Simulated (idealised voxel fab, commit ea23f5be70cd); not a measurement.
You're looking at the process module voxel air gaps.
Section shown: cut. Width: 285 nm. Cell size: 5 nm, square.
Cross-section layout: square cells on a grid; listed as bands, top to bottom; a band spans one or more cell rows. Band: top height; bottom height; in nm. Then, left to right: material with width in nm, for each material. "edge to edge": a single material spanning edge to edge. "blank": empty space. Height reference: 0 = level under which incoming wafer is all one material. Lowest band: no bottom, runs on downward, e.g. "0..down". Quick explanation for "30..40": the width changes in equal steps down the rows of cells, from the first number in the band's top row to the second number in its bottom row. No cell of the cross-section changed in a step that is given as "no modification". "Closed void listing" contains a list of empty spaces, each no smaller than 8 cells and without an open way to the top, written in the form width x height at distance with the distance from the left edge and all three in nm. Read whatever lies past the settings on a step's line as the simulator's own remark about the step. "overlay nm", when on a step's line for a step with a mask, measures how far to the right of its planned place the mask lay; a negative measure means to the left.

Listed below are the process steps as planned:
1) RECEIVE (material Si)
2) CONFORMAL_DEP (material SiO2; thk nm 10)
3) CONFORMAL_DEP (material SiN; thk nm 5)
4) DIRECTIONAL_DEP (material SiO2; thk nm 40)
5) DIRECTIONAL_DEP (material aC; thk nm 10)
6) PATTERN (tone open; mask id LINES; material resist; width nm 25; pitch nm 50; thk nm 30; overlay nm 0)
7) DIRECTIONAL_ETCH (etch materials aC; depth nm 10)
8) STRIP (etch materials resist)
9) DIRECTIONAL_ETCH (etch materials SiO2; depth nm 40)
10) STRIP (etch materials aC)
11) CONFORMAL_DEP (material TiN; thk nm 5)
12) FILL_DEP (material W; thk nm 10)
13) CMP (height nm 55)
14) EPI (material Ru; thk nm 10)
15) SELECTIVE_ETCH (etch materials SiO2; depth nm 50)
16) CONFORMAL_DEP (material SiN; thk nm 5)

Wafer cross-section on receipt, i.e. after step 1:
	0..down: Si edge to edge
	Closed void listing: none

Here's the cross-section of the first of our two wafers at the end of the module - it ran as planned:
	70..65: blank: 65  SiN: 155  blank: 65
	65..55: blank: 65  SiN: 5  Ru: 45  SiN: 5  Ru: 45  SiN: 5  Ru: 45  SiN: 5  blank: 65
	55..50: blank: 65  SiN: 15  TiN: 5  W: 15  TiN: 5  SiN: 25  TiN: 5  W: 15  TiN: 5  SiN: 25  TiN: 5  W: 15  TiN: 5  SiN: 15  blank: 65
	50..20: blank: 75  SiN: 5  TiN: 5  W: 15  TiN: 5  SiN: 5  blank: 15  SiN: 5  TiN: 5  W: 15  TiN: 5  SiN: 5  blank: 15  SiN: 5  TiN: 5  W: 15  TiN: 5  SiN: 5  blank: 75
	20..15: SiN: 80  TiN: 25  SiN: 25  TiN: 25  SiN: 25  TiN: 25  SiN: 80
	15..10: SiN edge to edge
	10..0: SiO2 edge to edge
	0..down: Si edge to edge
	Closed void listing: 15 x 30 at 110; 15 x 30 at 160

Cross-section, wafer two of two, end of module: same start and plan as wafer one, one error in execution:
	70..65: blank: 70  SiN: 45  blank: 5  SiN: 45  blank: 5  SiN: 45  blank: 70
	65..55: blank: 70  SiN: 5  Ru: 35  SiN: 5  blank: 5  SiN: 5  Ru: 35  SiN: 5  blank: 5  SiN: 5  Ru: 35  SiN: 5  blank: 70
	55..50: blank: 70  SiN: 15  TiN: 5  W: 5  TiN: 5  SiN: 15  blank: 5  SiN: 15  TiN: 5  W: 5  TiN: 5  SiN: 15  blank: 5  SiN: 15  TiN: 5  W: 5  TiN: 5  SiN: 15  blank: 70
	50..20: blank: 80  SiN: 5  TiN: 5  W: 5  TiN: 5  SiN: 5  blank: 25  SiN: 5  TiN: 5  W: 5  TiN: 5  SiN: 5  blank: 25  SiN: 5  TiN: 5  W: 5  TiN: 5  SiN: 5  blank: 80
	20..15: SiN: 85  TiN: 15  SiN: 35  TiN: 15  SiN: 35  TiN: 15  SiN: 85
	15..10: SiN edge to edge
	10..0: SiO2 edge to edge
	0..down: Si edge to edge
	Closed void listing: none
Heads up, the wafer didn't run the way we planned it: step 6 changed vs plan, executed as PATTERN (tone open; mask id LINES; material resist; width nm 15; pitch nm 50; thk nm 30; overlay nm 0)
Count the cells at the end and the second wafer has more or fewer of some materials than the first: Ru -12; SiN +8; TiN -6; W -42
Ultimately, the number of closed voids is 2 in the first wafer and 0 in the second wafer.
